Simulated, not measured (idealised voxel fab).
The following is a process module called voxel released beams.
The cross-section on display is named cut; it measures 280 nm wide, and its cells are 5 nm squares.
The cross-sections in this document take the form of a grid made of square cells. They are written out as bands, in order from top to bottom. Each band consists of one or more rows of cells. Top height, bottom height, nm. Materials left to right, width each, nm. Single material + "throughout" = fills band edge to edge. "empty" = empty. Heights are measured from 0, the level below which the as-received wafer is all one material; the lowest band has no bottom and continues downward, written as in "z 0 and below". You'd read "30->40" like this: the band's top row of cells is as wide as the first number, its bottom row is as wide as the second, and going down, every row changes width by the same amount as the row before did. Step note "no alterations made" = no cross-section cell changed. Each empty space that has no open way to the top and spans at least 8 cells appears under "Trapped cavities" as width x height at distance, the distance counted from the left edge, all in nm. Whatever follows a step's settings on its line is a remark the simulator itself makes about that step. "overlay nm" answers the question of how far to the right of plan the mask lay on a step that has a mask, and when it is negative the answer is to the left.

### The following list gives the planned process steps
1,RECEIVE, material Si
2,CONFORMAL_DEP, material SiN, thk nm 10
3,DIRECTIONAL_DEP, material SiO2, thk nm 15
4,MASKED_ETCH, tone open, mask id ANCHOR, width nm 30, etch materials SiO2, depth nm 15, overlay nm 0
5,CONFORMAL_DEP, material W, thk nm 10
6,DIRECTIONAL_DEP, material aC, thk nm 10
7,PATTERN, tone cover, mask id BEAM, material resist, width nm 85, thk nm 30, overlay nm 0
8,DIRECTIONAL_ETCH, etch materials aC, depth nm 10
9,STRIP, etch materials resist
10,DIRECTIONAL_ETCH, etch materials W, depth nm 10
11,STRIP, etch materials aC
12,STRIP, etch materials SiO2

### Cross-section of the wafer at receipt, which is the condition after step 1
  z 0 and below = Si throughout
  Trapped cavities: none

### Wafer cross-section at module end: first of two, run to plan
  z 35 to 25 = 95 nm empty, 15 nm W, 10 nm empty, 60 nm W, 100 nm empty
  z 25 to 20 = 100 nm empty, 10 nm W, 10 nm empty, 10 nm W, 150 nm empty
  z 20 to 10 = 100 nm empty, 30 nm W, 150 nm empty
  z 10 to 0 = SiN throughout
  z 0 and below = Si throughout
  Trapped cavities: none

### This cross-section belongs to the second wafer of two at the end of the module; the start and the plan were shared with the first, and the run included one mistake
  z 35 to 25 = 95 nm empty, 5 nm W, 10 nm empty, 70 nm W, 100 nm empty
  z 25 to 20 = 90 nm empty, 10 nm W, 10 nm empty, 10 nm W, 160 nm empty
  z 20 to 10 = 90 nm empty, 30 nm W, 160 nm empty
  z 10 to 0 = SiN throughout
  z 0 and below = Si throughout
  Trapped cavities: none
The mistake made against the process plan was this: heads up, step 4 didn't go per plan, it actually ran as MASKED_ETCH, tone open, mask id ANCHOR, width nm 30, etch materials SiO2, depth nm 15, overlay nm -10
Same inventory, different map: at the end, the second wafer holds as many cells of each material as the first, placed elsewhere.
